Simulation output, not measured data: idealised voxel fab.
Herein follows the process module entitled voxel wiring stack.
Cross-section cut spans 280 nm and uses square cells 5 nm in size.
Notation: cross-section as square-cell grid; stated in bands, top first, going down; one or more cell rows per band.
A band entry consists of two parts. The first gives the height of the band's top and the height of its bottom, in nm. The rest lists the band's materials from left to right, each with its width in nm. A single material labelled with the word "everywhere" fills the band from edge to edge, and the word "air" marks empty space.
The reference from which all heights are counted is 0, the level beneath which the as-received wafer is entirely one material; the lowest band, having no lower bound, proceeds downward and is written after the example "0..down".
The expression "30->40" gives the width at the extremes of the band, the first number at its top row of cells and the second at its bottom row, with the width changing by equal amounts from each row to the next in between.
Step note "same as before" = no cross-section cell changed.
The label "Enclosed cavities" introduces a list of the empty spaces, 8 cells or larger, that have no open way up to the top; each entry in it reads width x height at distance, where the distance is taken from the left edge and all three are stated in nm.
Anything after a step's settings on that line? It's the simulator's own note about the step.
Regarding "overlay nm": on a step with a mask, it is the distance the mask lay to the right of its planned place; a negative value places it to the left.
Below you will find pairs of cross-sections. In each, one shows the wafer before one process step and the other after it, with the after view ending at the lowest band that changed. Under each pair is the step separating them, along with its settings. Do not assume the pairs form a chain: they can come from different runs of this module on the same starting wafer, and a pair continues from the pair above it only when its "Pre-step cross-section" entry says so.

PRE-STEP CROSS-SECTION
- 0..down: Si everywhere
- Enclosed cavities: none

POST-STEP CROSS-SECTION
- 15..0: SiO2 everywhere
- Nothing below the height 0 has changed.
- Enclosed cavities: none
What sits between those two cross-sections? CONFORMAL_DEP [material SiO2] [thk nm 15]

Pre-step cross-section: taken from the pair above, after panel.

POST-STEP CROSS-SECTION
- 20..15: SiN everywhere
- Nothing below the height 15 has changed.
- Enclosed cavities: none
What sits between those two cross-sections? CONFORMAL_DEP [material SiN] [thk nm 5]

Pre-step cross-section: taken from the pair above, after panel.

POST-STEP CROSS-SECTION
- 35..20: lowk everywhere
- Nothing below the height 20 has changed.
- Enclosed cavities: none
What sits between those two cross-sections? DIRECTIONAL_DEP [material lowk] [thk nm 15]

Pre-step cross-section: taken from the pair above, after panel.

POST-STEP CROSS-SECTION
- 50..35: aC everywhere
- Nothing below the height 35 has changed.
- Enclosed cavities: none
What sits between those two cross-sections? DIRECTIONAL_DEP [material aC] [thk nm 15]

Pre-step cross-section: taken from the pair above, after panel.

POST-STEP CROSS-SECTION
- 85..50: resist=100; air=25; resist=30; air=25; resist=100
- Nothing below the height 50 has changed.
- Enclosed cavities: none
What sits between those two cross-sections? PATTERN [tone open] [mask id METAL_1] [material resist] [width nm 25] [pitch nm 55] [thk nm 35] [overlay nm 0]

Pre-step cross-section: taken from the pair above, after panel.

POST-STEP CROSS-SECTION
- 70..50: resist=100; air=25; resist=30; air=25; resist=100
- 50..35: aC=100; air=25; aC=30; air=25; aC=100
- Nothing below the height 35 has changed.
- Enclosed cavities: none
What sits between those two cross-sections? DIRECTIONAL_ETCH [etch materials aC] [depth nm 15]

Pre-step cross-section: taken from the pair above, after panel.

POST-STEP CROSS-SECTION
- 50..35: aC=100; air=25; aC=30; air=25; aC=100
- Nothing below the height 35 has changed.
- Enclosed cavities: none
What sits between those two cross-sections? STRIP [etch materials resist]

Pre-step cross-section: taken from the pair above, after panel.

POST-STEP CROSS-SECTION
- 50..35: aC=100; air=25; aC=30; air=25; aC=100
- 35..20: lowk=100; air=25; lowk=30; air=25; lowk=100
- Nothing below the height 20 has changed.
- Enclosed cavities: none
What sits between those two cross-sections? DIRECTIONAL_ETCH [etch materials lowk] [depth nm 15]

Pre-step cross-section: taken from the pair above, after panel.

POST-STEP CROSS-SECTION
- 50..35: aC=100; air=25; aC=30; air=25; aC=100
- 35..20: lowk=100; air=25; lowk=30; air=25; lowk=100
- 20..15: SiN=100; air=25; SiN=30; air=25; SiN=100
- Nothing below the height 15 has changed.
- Enclosed cavities: none
What sits between those two cross-sections? DIRECTIONAL_ETCH [etch materials SiN] [depth nm 5]

Pre-step cross-section: taken from the pair above, after panel.

POST-STEP CROSS-SECTION
- 35..20: lowk=100; air=25; lowk=30; air=25; lowk=100
- Nothing below the height 20 has changed.
- Enclosed cavities: none
What sits between those two cross-sections? STRIP [etch materials aC]

Pre-step cross-section: taken from the pair above, after panel.

POST-STEP CROSS-SECTION
- 40..35: TiN=105; air=15; TiN=40; air=15; TiN=105
- 35..20: lowk=100; TiN=5; air=15; TiN=5; lowk=30; TiN=5; air=15; TiN=5; lowk=100
- 20..15: SiN=100; TiN=25; SiN=30; TiN=25; SiN=100
- Nothing below the height 15 has changed.
- Enclosed cavities: none
What sits between those two cross-sections? CONFORMAL_DEP [material TiN] [thk nm 5]

Pre-step cross-section: taken from the pair above, after panel.

POST-STEP CROSS-SECTION
- 50..40: Cu everywhere
- 40..35: TiN=105; Cu=15; TiN=40; Cu=15; TiN=105
- 35..20: lowk=100; TiN=5; Cu=15; TiN=5; lowk=30; TiN=5; Cu=15; TiN=5; lowk=100
- Nothing below the height 20 has changed.
- Enclosed cavities: none
What sits between those two cross-sections? FILL_DEP [material Cu] [thk nm 10]

Pre-step cross-section: taken from the pair above, after panel.

POST-STEP CROSS-SECTION
- 35..20: lowk=100; TiN=5; Cu=15; TiN=5; lowk=30; TiN=5; Cu=15; TiN=5; lowk=100
- Nothing below the height 20 has changed.
- Enclosed cavities: none
What sits between those two cross-sections? CMP [height nm 35]

Pre-step cross-section: taken from the pair above, after panel.

POST-STEP CROSS-SECTION
- 40..35: air=95; Ru=35; air=20; Ru=35; air=95
- Nothing below the height 35 has changed.
- Enclosed cavities: none
What sits between those two cross-sections? EPI [material Ru] [thk nm 5]

Pre-step cross-section: taken from the pair above, after panel.

POST-STEP CROSS-SECTION
- 45..40: SiCN everywhere
- 40..35: SiCN=95; Ru=35; SiCN=20; Ru=35; SiCN=95
- Nothing below the height 35 has changed.
- Enclosed cavities: none
What sits between those two cross-sections? FILL_DEP [material SiCN] [thk nm 5]

Pre-step cross-section: taken from the pair above, after panel.

POST-STEP CROSS-SECTION
- 70..45: SiO2 everywhere
- Nothing below the height 45 has changed.
- Enclosed cavities: none
What sits between those two cross-sections? DIRECTIONAL_DEP [material SiO2] [thk nm 25]

Pre-step cross-section: taken from the pair above, after panel.

POST-STEP CROSS-SECTION
- 70..55: SiO2=100; air=25; SiO2=30; air=25; SiO2=100
- Nothing below the height 55 has changed.
- Enclosed cavities: none
What sits between those two cross-sections? MASKED_ETCH [tone open] [mask id METAL_2] [width nm 25] [pitch nm 55] [etch materials SiO2] [depth nm 15] [overlay nm 0]

Pre-step cross-section: taken from the pair above, after panel.

POST-STEP CROSS-SECTION
- 90..70: resist=100; air=15; resist=165
- 70..55: SiO2=100; air=15; resist=10; SiO2=30; resist=25; SiO2=100
- Nothing below the height 55 has changed.
- Enclosed cavities: none
What sits between those two cross-sections? PATTERN [tone open] [mask id METAL_2_HOLES] [material resist] [width nm 15] [thk nm 20] [overlay nm 0]

Pre-step cross-section: taken from the pair above, after panel.

POST-STEP CROSS-SECTION
- 90..70: resist=100; air=15; resist=165
- 70..55: SiO2=100; air=15; resist=10; SiO2=30; resist=25; SiO2=100
- 55..45: SiO2=100; air=15; SiO2=165
- Nothing below the height 45 has changed.
- Enclosed cavities: none
What sits between those two cross-sections? DIRECTIONAL_ETCH [etch materials SiO2] [depth nm 10]

Pre-step cross-section: taken from the pair above, after panel.

POST-STEP CROSS-SECTION
- 90..70: resist=100; air=15; resist=165
- 70..55: SiO2=100; air=15; resist=10; SiO2=30; resist=25; SiO2=100
- 55..45: SiO2=100; air=15; SiO2=165
- 45..40: SiCN=100; air=15; SiCN=165
- Nothing below the height 40 has changed.
- Enclosed cavities: none
What sits between those two cross-sections? DIRECTIONAL_ETCH [etch materials SiCN] [depth nm 5]

Pre-step cross-section: taken from the pair above, after panel.

POST-STEP CROSS-SECTION
- 70..55: SiO2=100; air=25; SiO2=30; air=25; SiO2=100
- Nothing below the height 55 has changed.
- Enclosed cavities: none
What sits between those two cross-sections? STRIP [etch materials resist]

Pre-step cross-section: taken from the pair above, after panel.

POST-STEP CROSS-SECTION
- 75..70: TiN=105; air=15; TiN=40; air=15; TiN=105
- 70..60: SiO2=100; TiN=5; air=15; TiN=5; SiO2=30; TiN=5; air=15; TiN=5; SiO2=100
- 60..55: SiO2=100; TiN=5; air=5; TiN=15; SiO2=30; TiN=25; SiO2=100
- 55..45: SiO2=100; TiN=5; air=5; TiN=5; SiO2=165
- 45..40: SiCN=100; TiN=15; SiCN=165
- Nothing below the height 40 has changed.
- Enclosed cavities: none
What sits between those two cross-sections? CONFORMAL_DEP [material TiN] [thk nm 5]

Pre-step cross-section: taken from the pair above, after panel.

POST-STEP CROSS-SECTION
- 80..75: Cu everywhere
- 75..70: TiN=105; Cu=15; TiN=40; Cu=15; TiN=105
- 70..60: SiO2=100; TiN=5; Cu=15; TiN=5; SiO2=30; TiN=5; Cu=15; TiN=5; SiO2=100
- 60..55: SiO2=100; TiN=5; Cu=5; TiN=15; SiO2=30; TiN=25; SiO2=100
- 55..45: SiO2=100; TiN=5; Cu=5; TiN=5; SiO2=165
- Nothing below the height 45 has changed.
- Enclosed cavities: none
What sits between those two cross-sections? FILL_DEP [material Cu] [thk nm 5]

Pre-step cross-section: taken from the pair above, after panel.

POST-STEP CROSS-SECTION
- 70..60: SiO2=100; TiN=5; Cu=15; TiN=5; SiO2=30; TiN=5; Cu=15; TiN=5; SiO2=100
- Nothing below the height 60 has changed.
- Enclosed cavities: none
What sits between those two cross-sections? CMP [height nm 70]

Pre-step cross-section: taken from the pair above, after panel.

POST-STEP CROSS-SECTION
- 75..70: SiCN everywhere
- Nothing below the height 70 has changed.
- Enclosed cavities: none
What sits between those two cross-sections? CONFORMAL_DEP [material SiCN] [thk nm 5]

Pre-step cross-section: taken from the pair above, after panel.

POST-STEP CROSS-SECTION
- 105..75: SiO2 everywhere
- Nothing below the height 75 has changed.
- Enclosed cavities: none
What sits between those two cross-sections? DIRECTIONAL_DEP [material SiO2] [thk nm 30]

Pre-step cross-section: taken from the pair above, after panel.

POST-STEP CROSS-SECTION
- 120..105: resist=100; air=25; resist=30; air=25; resist=100
- Nothing below the height 105 has changed.
- Enclosed cavities: none
What sits between those two cross-sections? PATTERN [tone open] [mask id METAL_3] [material resist] [width nm 25] [pitch nm 55] [thk nm 15] [overlay nm 0]

Pre-step cross-section: taken from the pair above, after panel.

POST-STEP CROSS-SECTION
- 120..105: resist=100; air=25; resist=30; air=25; resist=100
- 105..90: SiO2=100; air=25; SiO2=30; air=25; SiO2=100
- Nothing below the height 90 has changed.
- Enclosed cavities: none
What sits between those two cross-sections? DIRECTIONAL_ETCH [etch materials SiO2] [depth nm 15]

Pre-step cross-section: taken from the pair above, after panel.

POST-STEP CROSS-SECTION
- 105..90: SiO2=100; air=25; SiO2=30; air=25; SiO2=100
- Nothing below the height 90 has changed.
- Enclosed cavities: none
What sits between those two cross-sections? STRIP [etch materials resist]

Pre-step cross-section: taken from the pair above, after panel.

POST-STEP CROSS-SECTION
- 120..105: resist=100; air=15; resist=40; air=15; resist=110
- 105..90: SiO2=100; air=15; resist=10; SiO2=30; air=15; resist=10; SiO2=100
- Nothing below the height 90 has changed.
- Enclosed cavities: none
What sits between those two cross-sections? PATTERN [tone open] [mask id METAL_3_HOLES] [material resist] [width nm 15] [pitch nm 55] [thk nm 15] [overlay nm 0]

Pre-step cross-section: taken from the pair above, after panel.

POST-STEP CROSS-SECTION
- 120..105: resist=100; air=15; resist=40; air=15; resist=110
- 105..90: SiO2=100; air=15; resist=10; SiO2=30; air=15; resist=10; SiO2=100
- 90..75: SiO2=100; air=15; SiO2=40; air=15; SiO2=110
- Nothing below the height 75 has changed.
- Enclosed cavities: none
What sits between those two cross-sections? DIRECTIONAL_ETCH [etch materials SiO2] [depth nm 15]

Pre-step cross-section: taken from the pair above, after panel.

POST-STEP CROSS-SECTION
- 120..105: resist=100; air=15; resist=40; air=15; resist=110
- 105..90: SiO2=100; air=15; resist=10; SiO2=30; air=15; resist=10; SiO2=100
- 90..75: SiO2=100; air=15; SiO2=40; air=15; SiO2=110
- 75..70: SiCN=100; air=15; SiCN=40; air=15; SiCN=110
- Nothing below the height 70 has changed.
- Enclosed cavities: none
What sits between those two cross-sections? DIRECTIONAL_ETCH [etch materials SiCN] [depth nm 5]

Pre-step cross-section: taken from the pair above, after panel.

POST-STEP CROSS-SECTION
- 105..90: SiO2=100; air=25; SiO2=30; air=25; SiO2=100
- Nothing below the height 90 has changed.
- Enclosed cavities: none
What sits between those two cross-sections? STRIP [etch materials resist]

Pre-step cross-section: taken from the pair above, after panel.

POST-STEP CROSS-SECTION
- 110..105: TiN=105; air=15; TiN=40; air=15; TiN=105
- 105..95: SiO2=100; TiN=5; air=15; TiN=5; SiO2=30; TiN=5; air=15; TiN=5; SiO2=100
- 95..90: SiO2=100; TiN=5; air=5; TiN=15; SiO2=30; TiN=5; air=5; TiN=15; SiO2=100
- 90..75: SiO2=100; TiN=5; air=5; TiN=5; SiO2=40; TiN=5; air=5; TiN=5; SiO2=110
- 75..70: SiCN=100; TiN=15; SiCN=40; TiN=15; SiCN=110
- Nothing below the height 70 has changed.
- Enclosed cavities: none
What sits between those two cross-sections? CONFORMAL_DEP [material TiN] [thk nm 5]

Pre-step cross-section: taken from the pair above, after panel.

POST-STEP CROSS-SECTION
- 120..110: Ru everywhere
- 110..105: TiN=105; Ru=15; TiN=40; Ru=15; TiN=105
- 105..95: SiO2=100; TiN=5; Ru=15; TiN=5; SiO2=30; TiN=5; Ru=15; TiN=5; SiO2=100
- 95..90: SiO2=100; TiN=5; Ru=5; TiN=15; SiO2=30; TiN=5; Ru=5; TiN=15; SiO2=100
- 90..75: SiO2=100; TiN=5; Ru=5; TiN=5; SiO2=40; TiN=5; Ru=5; TiN=5; SiO2=110
- Nothing below the height 75 has changed.
- Enclosed cavities: none
What sits between those two cross-sections? FILL_DEP [material Ru] [thk nm 10]

Pre-step cross-section: taken from the pair above, after panel.

POST-STEP CROSS-SECTION
- 105..95: SiO2=100; TiN=5; Ru=15; TiN=5; SiO2=30; TiN=5; Ru=15; TiN=5; SiO2=100
- Nothing below the height 95 has changed.
- Enclosed cavities: none
What sits between those two cross-sections? CMP [height nm 105]

Pre-step cross-section: taken from the pair above, after panel.

POST-STEP CROSS-SECTION
- 110..105: SiCN everywhere
- Nothing below the height 105 has changed.
- Enclosed cavities: none
What sits between those two cross-sections? CONFORMAL_DEP [material SiCN] [thk nm 5]

PRE-STEP CROSS-SECTION
- 70..55: SiO2=100; air=25; SiO2=30; air=25; SiO2=100
- 55..45: SiO2 everywhere
- 45..40: SiCN everywhere
- 40..35: SiCN=95; Ru=35; SiCN=20; Ru=35; SiCN=95
- 35..20: lowk=100; TiN=5; Cu=15; TiN=5; lowk=30; TiN=5; Cu=15; TiN=5; lowk=100
- 20..15: SiN=100; TiN=25; SiN=30; TiN=25; SiN=100
- 15..0: SiO2 everywhere
- 0..down: Si everywhere
- Enclosed cavities: none

POST-STEP CROSS-SECTION
- 60..45: SiO2=100; air=25; SiO2=30; air=25; SiO2=100
- Nothing below the height 45 has changed.
- Enclosed cavities: none
What sits between those two cross-sections? DIRECTIONAL_ETCH [etch materials SiO2] [depth nm 10]

Pre-step cross-section: taken from the pair above, after panel.

POST-STEP CROSS-SECTION
- 60..45: SiO2=100; air=25; SiO2=30; air=25; SiO2=100
- 45..40: SiCN=100; air=25; SiCN=30; air=25; SiCN=100
- Nothing below the height 40 has changed.
- Enclosed cavities: none
What sits between those two cross-sections? DIRECTIONAL_ETCH [etch materials SiCN] [depth nm 5]

Pre-step cross-section: taken from the pair above, after panel.

POST-STEP CROSS-SECTION
- 65..60: TiN=105; air=15; TiN=40; air=15; TiN=105
- 60..45: SiO2=100; TiN=5; air=15; TiN=5; SiO2=30; TiN=5; air=15; TiN=5; SiO2=100
- 45..40: SiCN=100; TiN=25; SiCN=30; TiN=25; SiCN=100
- Nothing below the height 40 has changed.
- Enclosed cavities: none
What sits between those two cross-sections? CONFORMAL_DEP [material TiN] [thk nm 5]

Pre-step cross-section: taken from the pair above, after panel.

POST-STEP CROSS-SECTION
- 70..65: Cu everywhere
- 65..60: TiN=105; Cu=15; TiN=40; Cu=15; TiN=105
- 60..45: SiO2=100; TiN=5; Cu=15; TiN=5; SiO2=30; TiN=5; Cu=15; TiN=5; SiO2=100
- Nothing below the height 45 has changed.
- Enclosed cavities: none
What sits between those two cross-sections? FILL_DEP [material Cu] [thk nm 5]

Pre-step cross-section: taken from the pair above, after panel.

POST-STEP CROSS-SECTION
- 75..70: SiCN everywhere
- Nothing below the height 70 has changed.
- Enclosed cavities: none
What sits between those two cross-sections? CONFORMAL_DEP [material SiCN] [thk nm 5]

Pre-step cross-section: taken from the pair above, after panel.

POST-STEP CROSS-SECTION
- 105..75: SiO2 everywhere
- Nothing below the height 75 has changed.
- Enclosed cavities: none
What sits between those two cross-sections? DIRECTIONAL_DEP [material SiO2] [thk nm 30]

Pre-step cross-section: taken from the pair above, after panel.

POST-STEP CROSS-SECTION
- 120..105: resist=100; air=25; resist=30; air=25; resist=100
- Nothing below the height 105 has changed.
- Enclosed cavities: none
What sits between those two cross-sections? PATTERN [tone open] [mask id METAL_3] [material resist] [width nm 25] [pitch nm 55] [thk nm 15] [overlay nm 0]

Pre-step cross-section: taken from the pair above, after panel.

POST-STEP CROSS-SECTION
- 120..105: resist=100; air=25; resist=30; air=25; resist=100
- 105..90: SiO2=100; air=25; SiO2=30; air=25; SiO2=100
- Nothing below the height 90 has changed.
- Enclosed cavities: none
What sits between those two cross-sections? DIRECTIONAL_ETCH [etch materials SiO2] [depth nm 15]

Pre-step cross-section: taken from the pair above, after panel.

POST-STEP CROSS-SECTION
- 105..90: SiO2=100; air=25; SiO2=30; air=25; SiO2=100
- Nothing below the height 90 has changed.
- Enclosed cavities: none
What sits between those two cross-sections? STRIP [etch materials resist]

Pre-step cross-section: taken from the pair above, after panel.

POST-STEP CROSS-SECTION
- 120..105: resist=100; air=15; resist=40; air=15; resist=110
- 105..90: SiO2=100; air=15; resist=10; SiO2=30; air=15; resist=10; SiO2=100
- Nothing below the height 90 has changed.
- Enclosed cavities: none
What sits between those two cross-sections? PATTERN [tone open] [mask id METAL_3_HOLES] [material resist] [width nm 15] [pitch nm 55] [thk nm 15] [overlay nm 0]

Pre-step cross-section: taken from the pair above, after panel.

POST-STEP CROSS-SECTION
- 120..105: resist=100; air=15; resist=40; air=15; resist=110
- 105..90: SiO2=100; air=15; resist=10; SiO2=30; air=15; resist=10; SiO2=100
- 90..75: SiO2=100; air=15; SiO2=40; air=15; SiO2=110
- Nothing below the height 75 has changed.
- Enclosed cavities: none
What sits between those two cross-sections? DIRECTIONAL_ETCH [etch materials SiO2] [depth nm 15]

Pre-step cross-section: taken from the pair above, after panel.

POST-STEP CROSS-SECTION
- 120..105: resist=100; air=15; resist=40; air=15; resist=110
- 105..90: SiO2=100; air=15; resist=10; SiO2=30; air=15; resist=10; SiO2=100
- 90..75: SiO2=100; air=15; SiO2=40; air=15; SiO2=110
- 75..70: SiCN=100; air=15; SiCN=40; air=15; SiCN=110
- Nothing below the height 70 has changed.
- Enclosed cavities: none
What sits between those two cross-sections? DIRECTIONAL_ETCH [etch materials SiCN] [depth nm 5]

Pre-step cross-section: taken from the pair above, after panel.

POST-STEP CROSS-SECTION
- 105..90: SiO2=100; air=25; SiO2=30; air=25; SiO2=100
- Nothing below the height 90 has changed.
- Enclosed cavities: none
What sits between those two cross-sections? STRIP [etch materials resist]

Pre-step cross-section: taken from the pair above, after panel.

POST-STEP CROSS-SECTION
- 110..105: TiN=105; air=15; TiN=40; air=15; TiN=105
- 105..95: SiO2=100; TiN=5; air=15; TiN=5; SiO2=30; TiN=5; air=15; TiN=5; SiO2=100
- 95..90: SiO2=100; TiN=5; air=5; TiN=15; SiO2=30; TiN=5; air=5; TiN=15; SiO2=100
- 90..75: SiO2=100; TiN=5; air=5; TiN=5; SiO2=40; TiN=5; air=5; TiN=5; SiO2=110
- 75..70: SiCN=100; TiN=15; SiCN=40; TiN=15; SiCN=110
- Nothing below the height 70 has changed.
- Enclosed cavities: none
What sits between those two cross-sections? CONFORMAL_DEP [material TiN] [thk nm 5]

Pre-step cross-section: taken from the pair above, after panel.

POST-STEP CROSS-SECTION
- 120..110: Ru everywhere
- 110..105: TiN=105; Ru=15; TiN=40; Ru=15; TiN=105
- 105..95: SiO2=100; TiN=5; Ru=15; TiN=5; SiO2=30; TiN=5; Ru=15; TiN=5; SiO2=100
- 95..90: SiO2=100; TiN=5; Ru=5; TiN=15; SiO2=30; TiN=5; Ru=5; TiN=15; SiO2=100
- 90..75: SiO2=100; TiN=5; Ru=5; TiN=5; SiO2=40; TiN=5; Ru=5; TiN=5; SiO2=110
- Nothing below the height 75 has changed.
- Enclosed cavities: none
What sits between those two cross-sections? FILL_DEP [material Ru] [thk nm 10]

Pre-step cross-section: taken from the pair above, after panel.

POST-STEP CROSS-SECTION
- 105..95: SiO2=100; TiN=5; Ru=15; TiN=5; SiO2=30; TiN=5; Ru=15; TiN=5; SiO2=100
- Nothing below the height 95 has changed.
- Enclosed cavities: none
What sits between those two cross-sections? CMP [height nm 105]

Pre-step cross-section: taken from the pair above, after panel.

POST-STEP CROSS-SECTION
- 110..105: SiCN everywhere
- Nothing below the height 105 has changed.
- Enclosed cavities: none
What sits between those two cross-sections? CONFORMAL_DEP [material SiCN] [thk nm 5]

PRE-STEP CROSS-SECTION
- 15..0: SiO2 everywhere
- 0..down: Si everywhere
- Enclosed cavities: none

POST-STEP CROSS-SECTION
- 30..0: SiO2 everywhere
- Nothing below the height 0 has changed.
- Enclosed cavities: none
What sits between those two cross-sections? CONFORMAL_DEP [material SiO2] [thk nm 15]

Pre-step cross-section: taken from the pair above, after panel.

POST-STEP CROSS-SECTION
- 35..30: SiN everywhere
- Nothing below the height 30 has changed.
- Enclosed cavities: none
What sits between those two cross-sections? CONFORMAL_DEP [material SiN] [thk nm 5]

Pre-step cross-section: taken from the pair above, after panel.

POST-STEP CROSS-SECTION
- 50..35: lowk everywhere
- Nothing below the height 35 has changed.
- Enclosed cavities: none
What sits between those two cross-sections? DIRECTIONAL_DEP [material lowk] [thk nm 15]

Pre-step cross-section: taken from the pair above, after panel.

POST-STEP CROSS-SECTION
- 65..50: aC everywhere
- Nothing below the height 50 has changed.
- Enclosed cavities: none
What sits between those two cross-sections? DIRECTIONAL_DEP [material aC] [thk nm 15]

Pre-step cross-section: taken from the pair above, after panel.

POST-STEP CROSS-SECTION
- 100..65: resist=100; air=25; resist=30; air=25; resist=100
- Nothing below the height 65 has changed.
- Enclosed cavities: none
What sits between those two cross-sections? PATTERN [tone open] [mask id METAL_1] [material resist] [width nm 25] [pitch nm 55] [thk nm 35] [overlay nm 0]

Pre-step cross-section: taken from the pair above, after panel.

POST-STEP CROSS-SECTION
- 85..65: resist=100; air=25; resist=30; air=25; resist=100
- 65..50: aC=100; air=25; aC=30; air=25; aC=100
- Nothing below the height 50 has changed.
- Enclosed cavities: none
What sits between those two cross-sections? DIRECTIONAL_ETCH [etch materials aC] [depth nm 15]

Pre-step cross-section: taken from the pair above, after panel.

POST-STEP CROSS-SECTION
- 65..50: aC=100; air=25; aC=30; air=25; aC=100
- Nothing below the height 50 has changed.
- Enclosed cavities: none
What sits between those two cross-sections? STRIP [etch materials resist]

Pre-step cross-section: taken from the pair above, after panel.

POST-STEP CROSS-SECTION
- 65..50: aC=100; air=25; aC=30; air=25; aC=100
- 50..35: lowk=100; air=25; lowk=30; air=25; lowk=100
- Nothing below the height 35 has changed.
- Enclosed cavities: none
What sits between those two cross-sections? DIRECTIONAL_ETCH [etch materials lowk] [depth nm 15]

Pre-step cross-section: taken from the pair above, after panel.

POST-STEP CROSS-SECTION
- 65..50: aC=100; air=25; aC=30; air=25; aC=100
- 50..35: lowk=100; air=25; lowk=30; air=25; lowk=100
- 35..30: SiN=100; air=25; SiN=30; air=25; SiN=100
- Nothing below the height 30 has changed.
- Enclosed cavities: none
What sits between those two cross-sections? DIRECTIONAL_ETCH [etch materials SiN] [depth nm 5]

Pre-step cross-section: taken from the pair above, after panel.

POST-STEP CROSS-SECTION
- 50..35: lowk=100; air=25; lowk=30; air=25; lowk=100
- Nothing below the height 35 has changed.
- Enclosed cavities: none
What sits between those two cross-sections? STRIP [etch materials aC]

Pre-step cross-section: taken from the pair above, after panel.

POST-STEP CROSS-SECTION
- 55..50: TiN=105; air=15; TiN=40; air=15; TiN=105
- 50..35: lowk=100; TiN=5; air=15; TiN=5; lowk=30; TiN=5; air=15; TiN=5; lowk=100
- 35..30: SiN=100; TiN=25; SiN=30; TiN=25; SiN=100
- Nothing below the height 30 has changed.
- Enclosed cavities: none
What sits between those two cross-sections? CONFORMAL_DEP [material TiN] [thk nm 5]

Pre-step cross-section: taken from the pair above, after panel.

POST-STEP CROSS-SECTION
- 65..55: Cu everywhere
- 55..50: TiN=105; Cu=15; TiN=40; Cu=15; TiN=105
- 50..35: lowk=100; TiN=5; Cu=15; TiN=5; lowk=30; TiN=5; Cu=15; TiN=5; lowk=100
- Nothing below the height 35 has changed.
- Enclosed cavities: none
What sits between those two cross-sections? FILL_DEP [material Cu] [thk nm 10]

Pre-step cross-section: taken from the pair above, after panel.

POST-STEP CROSS-SECTION
- 35..30: SiN=100; TiN=25; SiN=30; TiN=25; SiN=100
- Nothing below the height 30 has changed.
- Enclosed cavities: none
What sits between those two cross-sections? CMP [height nm 35]

Pre-step cross-section: taken from the pair above, after panel.

POST-STEP CROSS-SECTION
- 40..35: air=95; Ru=35; air=20; Ru=35; air=95
- Nothing below the height 35 has changed.
- Enclosed cavities: none
What sits between those two cross-sections? EPI [material Ru] [thk nm 5]

Pre-step cross-section: taken from the pair above, after panel.

POST-STEP CROSS-SECTION
- 45..40: SiCN everywhere
- 40..35: SiCN=95; Ru=35; SiCN=20; Ru=35; SiCN=95
- Nothing below the height 35 has changed.
- Enclosed cavities: none
What sits between those two cross-sections? FILL_DEP [material SiCN] [thk nm 5]

Pre-step cross-section: taken from the pair above, after panel.

POST-STEP CROSS-SECTION
- 70..45: SiO2 everywhere
- Nothing below the height 45 has changed.
- Enclosed cavities: none
What sits between those two cross-sections? DIRECTIONAL_DEP [material SiO2] [thk nm 25]

Pre-step cross-section: taken from the pair above, after panel.

POST-STEP CROSS-SECTION
- 70..55: SiO2=100; air=25; SiO2=30; air=25; SiO2=100
- Nothing below the height 55 has changed.
- Enclosed cavities: none
What sits between those two cross-sections? MASKED_ETCH [tone open] [mask id METAL_2] [width nm 25] [pitch nm 55] [etch materials SiO2] [depth nm 15] [overlay nm 0]

Pre-step cross-section: taken from the pair above, after panel.

POST-STEP CROSS-SECTION
- 90..70: resist=100; air=15; resist=165
- 70..55: SiO2=100; air=15; resist=10; SiO2=30; resist=25; SiO2=100
- Nothing below the height 55 has changed.
- Enclosed cavities: none
What sits between those two cross-sections? PATTERN [tone open] [mask id METAL_2_HOLES] [material resist] [width nm 15] [thk nm 20] [overlay nm 0]

Pre-step cross-section: taken from the pair above, after panel.

POST-STEP CROSS-SECTION
- 90..70: resist=100; air=15; resist=165
- 70..55: SiO2=100; air=15; resist=10; SiO2=30; resist=25; SiO2=100
- 55..45: SiO2=100; air=15; SiO2=165
- Nothing below the height 45 has changed.
- Enclosed cavities: none
What sits between those two cross-sections? DIRECTIONAL_ETCH [etch materials SiO2] [depth nm 10]

Pre-step cross-section: taken from the pair above, after panel.

POST-STEP CROSS-SECTION
- 90..70: resist=100; air=15; resist=165
- 70..55: SiO2=100; air=15; resist=10; SiO2=30; resist=25; SiO2=100
- 55..45: SiO2=100; air=15; SiO2=165
- 45..40: SiCN=100; air=15; SiCN=165
- Nothing below the height 40 has changed.
- Enclosed cavities: none
What sits between those two cross-sections? DIRECTIONAL_ETCH [etch materials SiCN] [depth nm 5]

Pre-step cross-section: taken from the pair above, after panel.

POST-STEP CROSS-SECTION
- 70..55: SiO2=100; air=25; SiO2=30; air=25; SiO2=100
- Nothing below the height 55 has changed.
- Enclosed cavities: none
What sits between those two cross-sections? STRIP [etch materials resist]

Pre-step cross-section: taken from the pair above, after panel.

POST-STEP CROSS-SECTION
- 75..70: TiN=105; air=15; TiN=40; air=15; TiN=105
- 70..60: SiO2=100; TiN=5; air=15; TiN=5; SiO2=30; TiN=5; air=15; TiN=5; SiO2=100
- 60..55: SiO2=100; TiN=5; air=5; TiN=15; SiO2=30; TiN=25; SiO2=100
- 55..45: SiO2=100; TiN=5; air=5; TiN=5; SiO2=165
- 45..40: SiCN=100; TiN=15; SiCN=165
- Nothing below the height 40 has changed.
- Enclosed cavities: none
What sits between those two cross-sections? CONFORMAL_DEP [material TiN] [thk nm 5]

Pre-step cross-section: taken from the pair above, after panel.

POST-STEP CROSS-SECTION
- 80..75: Cu everywhere
- 75..70: TiN=105; Cu=15; TiN=40; Cu=15; TiN=105
- 70..60: SiO2=100; TiN=5; Cu=15; TiN=5; SiO2=30; TiN=5; Cu=15; TiN=5; SiO2=100
- 60..55: SiO2=100; TiN=5; Cu=5; TiN=15; SiO2=30; TiN=25; SiO2=100
- 55..45: SiO2=100; TiN=5; Cu=5; TiN=5; SiO2=165
- Nothing below the height 45 has changed.
- Enclosed cavities: none
What sits between those two cross-sections? FILL_DEP [material Cu] [thk nm 5]

Pre-step cross-section: taken from the pair above, after panel.

POST-STEP CROSS-SECTION
- 70..60: SiO2=100; TiN=5; Cu=15; TiN=5; SiO2=30; TiN=5; Cu=15; TiN=5; SiO2=100
- Nothing below the height 60 has changed.
- Enclosed cavities: none
What sits between those two cross-sections? CMP [height nm 70]

Pre-step cross-section: taken from the pair above, after panel.

POST-STEP CROSS-SECTION
- 75..70: SiCN everywhere
- Nothing below the height 70 has changed.
- Enclosed cavities: none
What sits between those two cross-sections? CONFORMAL_DEP [material SiCN] [thk nm 5]

Pre-step cross-section: taken from the pair above, after panel.

POST-STEP CROSS-SECTION
- 105..75: SiO2 everywhere
- Nothing below the height 75 has changed.
- Enclosed cavities: none
What sits between those two cross-sections? DIRECTIONAL_DEP [material SiO2] [thk nm 30]
